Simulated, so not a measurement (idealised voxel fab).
The process module presented herein is designated voxel wiring stack.
It is cross-section cut that appears here, measuring 250 nm in width, its square cells being 5 nm in size.
When this document writes out a cross-section, it uses a grid of square cells and lists it as bands, beginning at the top and moving down, with a band standing for one or more rows of cells.
Band: top and bottom heights (nm) first, top before bottom; then materials from left to right, widths in nm. "all across" marks a sole material filling the band edge to edge. "empty" denotes empty space.
For the purposes of this specification, 0 denotes the height below which the wafer in its as-received condition is composed wholly of one material, and the lowermost band, lacking a lower limit, extends downward without end, as expressed in "0 and below".
The notation "30..40" denotes a width that varies across the rows of cells in the band, beginning at the first number in the top row, finishing at the second number in the bottom row, and changing by an identical amount from each row to the next.
"no alteration", as given for a step, is the statement that not any cell of the cross-section underwent a change during that step.
"Entrapped voids": sealed empty spaces, 8 cells or more, no open way to top, listed width x height at distance, with distance from the left edge and width, height and distance in nm.
On each step's line, the part that comes after the settings is the simulator's own comment on the step.
overlay nm: right-of-plan distance of the mask on a masked step; negative values mean left-of-plan.
STEPS IN THE PROCESS PLAN
step 1: RECEIVE (material Si)
step 2: CONFORMAL_DEP (material SiO2; thk nm 10)
step 3: CONFORMAL_DEP (material SiN; thk nm 5)
step 4: DIRECTIONAL_DEP (material lowk; thk nm 20)
step 5: DIRECTIONAL_DEP (material aC; thk nm 15)
step 6: PATTERN (tone open; mask id METAL_1; material resist; width nm 25; pitch nm 50; thk nm 30; overlay nm 0)
step 7: DIRECTIONAL_ETCH (etch materials aC; depth nm 15)
step 8: STRIP (etch materials resist)
step 9: DIRECTIONAL_ETCH (etch materials lowk; depth nm 20)
step 10: DIRECTIONAL_ETCH (etch materials SiN; depth nm 5)
step 11: STRIP (etch materials aC)
step 12: CONFORMAL_DEP (material TiN; thk nm 5)
step 13: FILL_DEP (material Cu; thk nm 5)
step 14: CMP (height nm 35)
step 15: CONFORMAL_DEP (material SiCN; thk nm 5)
step 16: DIRECTIONAL_DEP (material lowk; thk nm 25)
step 17: DIRECTIONAL_DEP (material aC; thk nm 15)
step 18: PATTERN (tone open; mask id METAL_2_HOLES; material resist; width nm 15; pitch nm 100; thk nm 35; overlay nm 0)
step 19: DIRECTIONAL_ETCH (etch materials aC; depth nm 15)
step 20: STRIP (etch materials resist)
step 21: DIRECTIONAL_ETCH (etch materials lowk; depth nm 25)
step 22: STRIP (etch materials aC)
step 23: PATTERN (tone open; mask id METAL_2; material resist; width nm 25; pitch nm 50; thk nm 15; overlay nm 0)
step 24: DIRECTIONAL_ETCH (etch materials lowk; depth nm 15)
step 25: DIRECTIONAL_ETCH (etch materials SiCN; depth nm 5)
step 26: STRIP (etch materials resist)
step 27: CONFORMAL_DEP (material TiN; thk nm 5)
step 28: FILL_DEP (material Ru; thk nm 5)
step 29: CMP (height nm 65)
step 30: CONFORMAL_DEP (material SiCN; thk nm 5)
step 31: DIRECTIONAL_DEP (material lowk; thk nm 35)
step 32: DIRECTIONAL_DEP (material aC; thk nm 15)
step 33: PATTERN (tone open; mask id METAL_3; material resist; width nm 25; pitch nm 50; thk nm 30; overlay nm 0)
step 34: DIRECTIONAL_ETCH (etch materials aC; depth nm 15)
step 35: STRIP (etch materials resist)
step 36: DIRECTIONAL_ETCH (etch materials lowk; depth nm 20)
step 37: STRIP (etch materials aC)
step 38: MASKED_ETCH (tone open; mask id METAL_3_HOLES; width nm 15; pitch nm 100; etch materials lowk; depth nm 15; overlay nm 0)
step 39: MASKED_ETCH (tone open; mask id METAL_3_HOLES; width nm 15; pitch nm 100; etch materials SiCN; depth nm 5; overlay nm 0)
step 40: CONFORMAL_DEP (material TiN; thk nm 5)
step 41: FILL_DEP (material Cu; thk nm 10)
step 42: CMP (height nm 105)
step 43: CONFORMAL_DEP (material SiCN; thk nm 5)
step 44: DIRECTIONAL_DEP (material SiO2; thk nm 35)
step 45: PATTERN (tone open; mask id METAL_4; material resist; width nm 25; pitch nm 50; thk nm 20; overlay nm 0)
step 46: DIRECTIONAL_ETCH (etch materials SiO2; depth nm 20)
step 47: STRIP (etch materials resist)
step 48: MASKED_ETCH (tone open; mask id METAL_4_HOLES; width nm 15; pitch nm 50; etch materials SiO2; depth nm 15; overlay nm 0)
step 49: MASKED_ETCH (tone open; mask id METAL_4_HOLES; width nm 15; pitch nm 50; etch materials SiCN; depth nm 5; overlay nm 0)
step 50: CONFORMAL_DEP (material TiN; thk nm 5)
step 51: FILL_DEP (material Cu; thk nm 10)
step 52: CMP (height nm 145)
step 53: CONFORMAL_DEP (material SiCN; thk nm 5)
SO THIS IS THE INCOMING WAFER IN CROSS-SECTION - IT'S ALREADY BEEN THROUGH STEP 1
0 and below  Si all across
Entrapped voids: none
WAFER CROSS-SECTION AT END OF MODULE: START AND PLAN AS SHOWN ABOVE, ONE EXECUTION ERROR
150 down to 145  SiCN all across
145 down to 130  SiO2 35 / TiN 5 / Cu 15 / TiN 5 / SiO2 25 / TiN 5 / Cu 15 / TiN 5 / SiO2 25 / TiN 5 / Cu 15 / TiN 5 / SiO2 25 / TiN 5 / Cu 15 / TiN 5 / SiO2 40
130 down to 125  SiO2 35 / TiN 5 / Cu 5 / TiN 15 / SiO2 25 / TiN 5 / Cu 5 / TiN 15 / SiO2 25 / TiN 5 / Cu 5 / TiN 15 / SiO2 25 / TiN 5 / Cu 5 / TiN 15 / SiO2 40
125 down to 115  SiO2 35 / TiN 5 / Cu 5 / TiN 5 / SiO2 35 / TiN 5 / Cu 5 / TiN 5 / SiO2 35 / TiN 5 / Cu 5 / TiN 5 / SiO2 35 / TiN 5 / Cu 5 / TiN 5 / SiO2 50
115 down to 110  SiO2 35 / TiN 15 / SiO2 35 / TiN 15 / SiO2 35 / TiN 15 / SiO2 35 / TiN 15 / SiO2 50
110 down to 105  SiCN 40 / TiN 10 / SiCN 40 / TiN 10 / SiCN 40 / TiN 10 / SiCN 40 / TiN 10 / SiCN 50
105 down to 90  lowk 35 / TiN 5 / Cu 15 / TiN 5 / lowk 25 / TiN 5 / Cu 15 / TiN 5 / lowk 25 / TiN 5 / Cu 15 / TiN 5 / lowk 25 / TiN 5 / Cu 15 / TiN 5 / lowk 40
90 down to 85  lowk 35 / TiN 5 / Cu 5 / TiN 15 / lowk 25 / TiN 25 / lowk 25 / TiN 5 / Cu 5 / TiN 15 / lowk 25 / TiN 25 / lowk 40
85 down to 70  lowk 35 / TiN 5 / Cu 5 / TiN 5 / lowk 85 / TiN 5 / Cu 5 / TiN 5 / lowk 100
70 down to 65  SiCN 35 / TiN 15 / SiCN 85 / TiN 15 / SiCN 100
65 down to 55  lowk 35 / TiN 5 / Ru 15 / TiN 5 / lowk 25 / TiN 5 / Ru 15 / TiN 5 / lowk 25 / TiN 5 / Ru 15 / TiN 5 / lowk 25 / TiN 5 / Ru 15 / TiN 5 / lowk 40
55 down to 50  lowk 35 / TiN 5 / Ru 5 / TiN 15 / lowk 25 / TiN 25 / lowk 25 / TiN 5 / Ru 5 / TiN 15 / lowk 25 / TiN 25 / lowk 40
50 down to 40  lowk 35 / TiN 5 / Ru 5 / TiN 5 / lowk 85 / TiN 5 / Ru 5 / TiN 5 / lowk 100
40 down to 35  SiCN 35 / TiN 15 / SiCN 85 / TiN 15 / SiCN 100
35 down to 15  lowk 35 / TiN 5 / Cu 15 / TiN 5 / lowk 25 / TiN 5 / Cu 15 / TiN 5 / lowk 25 / TiN 5 / Cu 15 / TiN 5 / lowk 25 / TiN 5 / Cu 15 / TiN 5 / lowk 40
15 down to 10  SiN 35 / TiN 25 / SiN 25 / TiN 25 / SiN 25 / TiN 25 / SiN 25 / TiN 25 / SiN 40
10 down to 0  SiO2 all across
0 and below  Si all across
Entrapped voids: none
Misprocessing identified: step 49 ran as: MASKED_ETCH (tone open; mask id METAL_4_HOLES; width nm 15; pitch nm 50; etch materials SiCN; depth nm 5; overlay nm 5)
